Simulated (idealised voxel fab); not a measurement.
process module | voxel lift off
cross-section cut | 285 nm wide | cells 5 nm
A cross-section is a grid of square cells, given in bands from the top down. A band is one or more rows of cells.
Each band's line starts with the height of the band's top and of its bottom, in nm. Then come its materials from left to right, each with its width in nm. One material with "throughout" fills the band from edge to edge. "air" is empty space.
Height 0 is the level under which the wafer as received is all one material. The lowest band goes on downwards, as in "0 down".
A width such as "30 to 40" changes by the same amount from each row of cells to the next, from the band's top row to its bottom row.
"no change" after a step means that no cell of the cross-section changed.
closed voids: empty space of 8 cells or more with no open way to the top, each as width x height at its distance from the left edge, in nm
after a step's settings: what the simulator itself notes on the step
overlay nm, on a step with a mask: how far to the right of its planned place the mask lay; to the left if negative
plan
1 op RECEIVE | material Si
2 op CONFORMAL_DEP | material Al2O3 | thk nm 15
3 op PATTERN | tone open | mask id LINES | material resist | width nm 20 | pitch nm 40 | thk nm 30 | overlay nm 0
4 op DIRECTIONAL_DEP | material Ru | thk nm 15
5 op STRIP | etch materials resist
6 op CONFORMAL_DEP | material SiO2 | thk nm 5
first wafer, as planned
as received, after step 1
  0 down: Si throughout
  closed voids: none
after step 2
  15 to 0: Al2O3 throughout
  below 0: unchanged
after step 3
  45 to 15: resist 70 | air 20 | resist 20 | air 20 | resist 20 | air 20 | resist 20 | air 20 | resist 75
  below 15: unchanged
after step 4
  60 to 45: Ru 70 | air 20 | Ru 20 | air 20 | Ru 20 | air 20 | Ru 20 | air 20 | Ru 75
  45 to 30: resist 70 | air 20 | resist 20 | air 20 | resist 20 | air 20 | resist 20 | air 20 | resist 75
  30 to 15: resist 70 | Ru 20 | resist 20 | Ru 20 | resist 20 | Ru 20 | resist 20 | Ru 20 | resist 75
  below 15: unchanged
after step 5
  30 to 15: air 70 | Ru 20 | air 20 | Ru 20 | air 20 | Ru 20 | air 20 | Ru 20 | air 75
  below 15: unchanged
after step 6
  35 to 30: air 65 | SiO2 30 | air 10 | SiO2 30 | air 10 | SiO2 30 | air 10 | SiO2 30 | air 70
  30 to 20: air 65 | SiO2 5 | Ru 20 | SiO2 5 | air 10 | SiO2 5 | Ru 20 | SiO2 5 | air 10 | SiO2 5 | Ru 20 | SiO2 5 | air 10 | SiO2 5 | Ru 20 | SiO2 5 | air 70
  20 to 15: SiO2 70 | Ru 20 | SiO2 20 | Ru 20 | SiO2 20 | Ru 20 | SiO2 20 | Ru 20 | SiO2 75
  below 15: unchanged
second wafer: like start, like plan, one mistake. Through step 2 it matches the first wafer
when step 3 should have ended
  45 to 15: resist 60 | air 20 | resist 20 | air 20 | resist 20 | air 20 | resist 20 | air 20 | resist 85
  below 15: unchanged
when step 4 should have ended
  60 to 45: Ru 60 | air 20 | Ru 20 | air 20 | Ru 20 | air 20 | Ru 20 | air 20 | Ru 85
  45 to 30: resist 60 | air 20 | resist 20 | air 20 | resist 20 | air 20 | resist 20 | air 20 | resist 85
  30 to 15: resist 60 | Ru 20 | resist 20 | Ru 20 | resist 20 | Ru 20 | resist 20 | Ru 20 | resist 85
  below 15: unchanged
when step 5 should have ended
  30 to 15: air 60 | Ru 20 | air 20 | Ru 20 | air 20 | Ru 20 | air 20 | Ru 20 | air 85
  below 15: unchanged
when step 6 should have ended
  35 to 30: air 55 | SiO2 30 | air 10 | SiO2 30 | air 10 | SiO2 30 | air 10 | SiO2 30 | air 80
  30 to 20: air 55 | SiO2 5 | Ru 20 | SiO2 5 | air 10 | SiO2 5 | Ru 20 | SiO2 5 | air 10 | SiO2 5 | Ru 20 | SiO2 5 | air 10 | SiO2 5 | Ru 20 | SiO2 5 | air 80
  20 to 15: SiO2 60 | Ru 20 | SiO2 20 | Ru 20 | SiO2 20 | Ru 20 | SiO2 20 | Ru 20 | SiO2 85
  below 15: unchanged
what went wrong: step 3 ran as: op PATTERN | tone open | mask id LINES | material resist | width nm 20 | pitch nm 40 | thk nm 30 | overlay nm -10
at the end the second wafer has, in cells: as many of each material as the first, in other places
